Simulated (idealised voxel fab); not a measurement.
The process module that follows is named voxel self aligned vias.
The width of the displayed cross-section, cut, is 265 nm; its cells are square, with a size of 5 nm.
If you're reading a cross-section in this doc, picture square cells in a grid; it comes to you as bands, top ones listed first down to the bottom, and a band can be one or more rows of cells. First you get the band's top height and its bottom height, in nm, and then the materials it's made of, left to right, with each width in nm. If you see a single material with "all across", that one covers the band edge to edge. "blank" is empty space. Below 0: as-received wafer, all one material; heights counted from there. Lowest band: no bottom, goes on down, written "z 0 and below". A two-number width, for instance "30 to 40", indicates that the width is equal to the first number in the top row of the band and to the second number in the bottom row, and that it changes by a constant amount per row of cells. Basically "stayed the same" means that step didn't change any cell in the cross-section. Entry "Cavities, closed". Content: empty spaces with no open connection to the top, size 8 cells or greater. Each: width x height at distance. Distance: from left edge. Unit: nm. Read whatever lies past the settings on a step's line as the simulator's own remark about the step. overlay nm: step with mask; distance mask lay right of planned place; negative value = left of planned place.
Here's what the planned process steps look like
1 RECEIVE, material Si
2 CONFORMAL_DEP, material SiO2, thk nm 15
3 CONFORMAL_DEP, material SiCN, thk nm 5
4 DIRECTIONAL_DEP, material SiO2, thk nm 30
5 MASKED_ETCH, tone open, mask id LINES, width nm 25, pitch nm 70, etch materials SiO2, depth nm 30, overlay nm 0
6 CONFORMAL_DEP, material TiN, thk nm 5
7 FILL_DEP, material W, thk nm 10
8 CMP, height nm 50
9 SELECTIVE_ETCH, etch materials W Ru TiN, depth nm 10
10 FILL_DEP, material SiN, thk nm 10
11 CMP, height nm 50
12 DIRECTIONAL_DEP, material SiO2, thk nm 15
13 DIRECTIONAL_DEP, material aC, thk nm 10
14 PATTERN, tone open, mask id VIAS, material resist, width nm 45, pitch nm 70, thk nm 25, overlay nm 0
15 DIRECTIONAL_ETCH, etch materials aC, depth nm 10
16 STRIP, etch materials resist
17 DIRECTIONAL_ETCH, etch materials SiO2, depth nm 15
18 DIRECTIONAL_ETCH, etch materials SiN, depth nm 10
19 STRIP, etch materials aC
20 CONFORMAL_DEP, material TiN, thk nm 5
21 FILL_DEP, material W, thk nm 10
22 CMP, height nm 65
23 CONFORMAL_DEP, material SiCN, thk nm 5
Concerning the first of two wafers, which was run in accordance with the plan
Cross-section, incoming material, after step 1
	z 0 and below: Si all across
	Cavities, closed: none
Take a look at the wafer's cross-section after step 2
	z 15 to 0: SiO2 all across
	All layers under 0 are left as they were.
Take a look at the wafer's cross-section after step 3
	z 20 to 15: SiCN all across
	All layers under 15 are left as they were.
Take a look at the wafer's cross-section after step 4
	z 50 to 20: SiO2 all across
	All layers under 20 are left as they were.
Take a look at the wafer's cross-section after step 5
	z 50 to 20: 50 of SiO2 | 25 of blank | 45 of SiO2 | 25 of blank | 45 of SiO2 | 25 of blank | 50 of SiO2
	All layers under 20 are left as they were.
Take a look at the wafer's cross-section after step 6
	z 55 to 50: 55 of TiN | 15 of blank | 55 of TiN | 15 of blank | 55 of TiN | 15 of blank | 55 of TiN
	z 50 to 25: 50 of SiO2 | 5 of TiN | 15 of blank | 5 of TiN | 45 of SiO2 | 5 of TiN | 15 of blank | 5 of TiN | 45 of SiO2 | 5 of TiN | 15 of blank | 5 of TiN | 50 of SiO2
	z 25 to 20: 50 of SiO2 | 25 of TiN | 45 of SiO2 | 25 of TiN | 45 of SiO2 | 25 of TiN | 50 of SiO2
	All layers under 20 are left as they were.
Take a look at the wafer's cross-section after step 7
	z 65 to 55: W all across
	z 55 to 50: 55 of TiN | 15 of W | 55 of TiN | 15 of W | 55 of TiN | 15 of W | 55 of TiN
	z 50 to 25: 50 of SiO2 | 5 of TiN | 15 of W | 5 of TiN | 45 of SiO2 | 5 of TiN | 15 of W | 5 of TiN | 45 of SiO2 | 5 of TiN | 15 of W | 5 of TiN | 50 of SiO2
	All layers under 25 are left as they were.
Take a look at the wafer's cross-section after step 8
	z 50 to 25: 50 of SiO2 | 5 of TiN | 15 of W | 5 of TiN | 45 of SiO2 | 5 of TiN | 15 of W | 5 of TiN | 45 of SiO2 | 5 of TiN | 15 of W | 5 of TiN | 50 of SiO2
	All layers under 25 are left as they were.
Take a look at the wafer's cross-section after step 9
	z 50 to 40: 50 of SiO2 | 25 of blank | 45 of SiO2 | 25 of blank | 45 of SiO2 | 25 of blank | 50 of SiO2
	All layers under 40 are left as they were.
Take a look at the wafer's cross-section after step 10
	z 60 to 50: SiN all across
	z 50 to 40: 50 of SiO2 | 25 of SiN | 45 of SiO2 | 25 of SiN | 45 of SiO2 | 25 of SiN | 50 of SiO2
	All layers under 40 are left as they were.
Take a look at the wafer's cross-section after step 11
	z 50 to 40: 50 of SiO2 | 25 of SiN | 45 of SiO2 | 25 of SiN | 45 of SiO2 | 25 of SiN | 50 of SiO2
	All layers under 40 are left as they were.
Take a look at the wafer's cross-section after step 12
	z 65 to 50: SiO2 all across
	All layers under 50 are left as they were.
Take a look at the wafer's cross-section after step 13
	z 75 to 65: aC all across
	All layers under 65 are left as they were.
Take a look at the wafer's cross-section after step 14
	z 100 to 75: 40 of resist | 45 of blank | 25 of resist | 45 of blank | 25 of resist | 45 of blank | 40 of resist
	All layers under 75 are left as they were.
Take a look at the wafer's cross-section after step 15
	z 90 to 75: 40 of resist | 45 of blank | 25 of resist | 45 of blank | 25 of resist | 45 of blank | 40 of resist
	z 75 to 65: 40 of aC | 45 of blank | 25 of aC | 45 of blank | 25 of aC | 45 of blank | 40 of aC
	All layers under 65 are left as they were.
Take a look at the wafer's cross-section after step 16
	z 75 to 65: 40 of aC | 45 of blank | 25 of aC | 45 of blank | 25 of aC | 45 of blank | 40 of aC
	All layers under 65 are left as they were.
Take a look at the wafer's cross-section after step 17
	z 75 to 65: 40 of aC | 45 of blank | 25 of aC | 45 of blank | 25 of aC | 45 of blank | 40 of aC
	z 65 to 50: 40 of SiO2 | 45 of blank | 25 of SiO2 | 45 of blank | 25 of SiO2 | 45 of blank | 40 of SiO2
	All layers under 50 are left as they were.
Take a look at the wafer's cross-section after step 18
	z 75 to 65: 40 of aC | 45 of blank | 25 of aC | 45 of blank | 25 of aC | 45 of blank | 40 of aC
	z 65 to 50: 40 of SiO2 | 45 of blank | 25 of SiO2 | 45 of blank | 25 of SiO2 | 45 of blank | 40 of SiO2
	z 50 to 40: 50 of SiO2 | 25 of blank | 45 of SiO2 | 25 of blank | 45 of SiO2 | 25 of blank | 50 of SiO2
	All layers under 40 are left as they were.
Take a look at the wafer's cross-section after step 19
	z 65 to 50: 40 of SiO2 | 45 of blank | 25 of SiO2 | 45 of blank | 25 of SiO2 | 45 of blank | 40 of SiO2
	All layers under 50 are left as they were.
Take a look at the wafer's cross-section after step 20
	z 70 to 65: 45 of TiN | 35 of blank | 35 of TiN | 35 of blank | 35 of TiN | 35 of blank | 45 of TiN
	z 65 to 55: 40 of SiO2 | 5 of TiN | 35 of blank | 5 of TiN | 25 of SiO2 | 5 of TiN | 35 of blank | 5 of TiN | 25 of SiO2 | 5 of TiN | 35 of blank | 5 of TiN | 40 of SiO2
	z 55 to 45: 40 to 50 of SiO2 | 15 to 5 of TiN | 15 of blank | 15 to 5 of TiN | 25 to 45 of SiO2 | 15 to 5 of TiN | 15 of blank | 15 to 5 of TiN | 25 to 45 of SiO2 | 15 to 5 of TiN | 15 of blank | 15 to 5 of TiN | 40 to 50 of SiO2
	z 45 to 40: 50 of SiO2 | 25 of TiN | 45 of SiO2 | 25 of TiN | 45 of SiO2 | 25 of TiN | 50 of SiO2
	All layers under 40 are left as they were.
Take a look at the wafer's cross-section after step 21
	z 80 to 70: W all across
	z 70 to 65: 45 of TiN | 35 of W | 35 of TiN | 35 of W | 35 of TiN | 35 of W | 45 of TiN
	z 65 to 55: 40 of SiO2 | 5 of TiN | 35 of W | 5 of TiN | 25 of SiO2 | 5 of TiN | 35 of W | 5 of TiN | 25 of SiO2 | 5 of TiN | 35 of W | 5 of TiN | 40 of SiO2
	z 55 to 45: 40 to 50 of SiO2 | 15 to 5 of TiN | 15 of W | 15 to 5 of TiN | 25 to 45 of SiO2 | 15 to 5 of TiN | 15 of W | 15 to 5 of TiN | 25 to 45 of SiO2 | 15 to 5 of TiN | 15 of W | 15 to 5 of TiN | 40 to 50 of SiO2
	All layers under 45 are left as they were.
Take a look at the wafer's cross-section after step 22
	z 65 to 55: 40 of SiO2 | 5 of TiN | 35 of W | 5 of TiN | 25 of SiO2 | 5 of TiN | 35 of W | 5 of TiN | 25 of SiO2 | 5 of TiN | 35 of W | 5 of TiN | 40 of SiO2
	All layers under 55 are left as they were.
Take a look at the wafer's cross-section after step 23
	z 70 to 65: SiCN all across
	All layers under 65 are left as they were.
Notes, second wafer: start = first wafer's, plan = first wafer's, execution had one mistake; history identical to first through step 2
X-section, second wafer, when step 3 was due to finish
	z 45 to 0: SiO2 all across
	All layers under 0 are left as they were.
X-section, second wafer, when step 4 was due to finish
	z 50 to 45: SiCN all across
	All layers under 45 are left as they were.
X-section, second wafer, when step 5 was due to finish: stayed the same
X-section, second wafer, when step 6 was due to finish
	z 55 to 50: TiN all across
	All layers under 50 are left as they were.
X-section, second wafer, when step 7 was due to finish
	z 65 to 55: W all across
	All layers under 55 are left as they were.
X-section, second wafer, when step 8 was due to finish
	z 50 to 45: SiCN all across
	All layers under 45 are left as they were.
X-section, second wafer, when step 9 was due to finish: stayed the same
X-section, second wafer, when step 10 was due to finish
	z 60 to 50: SiN all across
	All layers under 50 are left as they were.
X-section, second wafer, when step 11 was due to finish
	z 50 to 45: SiCN all across
	All layers under 45 are left as they were.
X-section, second wafer, when step 12 was due to finish
	z 65 to 50: SiO2 all across
	All layers under 50 are left as they were.
X-section, second wafer, when step 13 was due to finish
	z 75 to 65: aC all across
	All layers under 65 are left as they were.
X-section, second wafer, when step 14 was due to finish
	z 100 to 75: 40 of resist | 45 of blank | 25 of resist | 45 of blank | 25 of resist | 45 of blank | 40 of resist
	All layers under 75 are left as they were.
X-section, second wafer, when step 15 was due to finish
	z 90 to 75: 40 of resist | 45 of blank | 25 of resist | 45 of blank | 25 of resist | 45 of blank | 40 of resist
	z 75 to 65: 40 of aC | 45 of blank | 25 of aC | 45 of blank | 25 of aC | 45 of blank | 40 of aC
	All layers under 65 are left as they were.
X-section, second wafer, when step 16 was due to finish
	z 75 to 65: 40 of aC | 45 of blank | 25 of aC | 45 of blank | 25 of aC | 45 of blank | 40 of aC
	All layers under 65 are left as they were.
X-section, second wafer, when step 17 was due to finish
	z 75 to 65: 40 of aC | 45 of blank | 25 of aC | 45 of blank | 25 of aC | 45 of blank | 40 of aC
	z 65 to 50: 40 of SiO2 | 45 of blank | 25 of SiO2 | 45 of blank | 25 of SiO2 | 45 of blank | 40 of SiO2
	All layers under 50 are left as they were.
X-section, second wafer, when step 18 was due to finish: stayed the same
X-section, second wafer, when step 19 was due to finish
	z 65 to 50: 40 of SiO2 | 45 of blank | 25 of SiO2 | 45 of blank | 25 of SiO2 | 45 of blank | 40 of SiO2
	All layers under 50 are left as they were.
X-section, second wafer, when step 20 was due to finish
	z 70 to 65: 45 of TiN | 35 of blank | 35 of TiN | 35 of blank | 35 of TiN | 35 of blank | 45 of TiN
	z 65 to 55: 40 of SiO2 | 5 of TiN | 35 of blank | 5 of TiN | 25 of SiO2 | 5 of TiN | 35 of blank | 5 of TiN | 25 of SiO2 | 5 of TiN | 35 of blank | 5 of TiN | 40 of SiO2
	z 55 to 50: 40 of SiO2 | 45 of TiN | 25 of SiO2 | 45 of TiN | 25 of SiO2 | 45 of TiN | 40 of SiO2
	All layers under 50 are left as they were.
X-section, second wafer, when step 21 was due to finish
	z 80 to 70: W all across
	z 70 to 65: 45 of TiN | 35 of W | 35 of TiN | 35 of W | 35 of TiN | 35 of W | 45 of TiN
	z 65 to 55: 40 of SiO2 | 5 of TiN | 35 of W | 5 of TiN | 25 of SiO2 | 5 of TiN | 35 of W | 5 of TiN | 25 of SiO2 | 5 of TiN | 35 of W | 5 of TiN | 40 of SiO2
	All layers under 55 are left as they were.
X-section, second wafer, when step 22 was due to finish
	z 65 to 55: 40 of SiO2 | 5 of TiN | 35 of W | 5 of TiN | 25 of SiO2 | 5 of TiN | 35 of W | 5 of TiN | 25 of SiO2 | 5 of TiN | 35 of W | 5 of TiN | 40 of SiO2
	All layers under 55 are left as they were.
X-section, second wafer, when step 23 was due to finish
	z 70 to 65: SiCN all across
	All layers under 65 are left as they were.
Finding, execution versus plan: the run placed steps 3 and 4 each in the position the plan gave to the other
at the end the second wafer has, in cells: 90 more of SiO2 | 45 fewer of TiN | 45 fewer of W
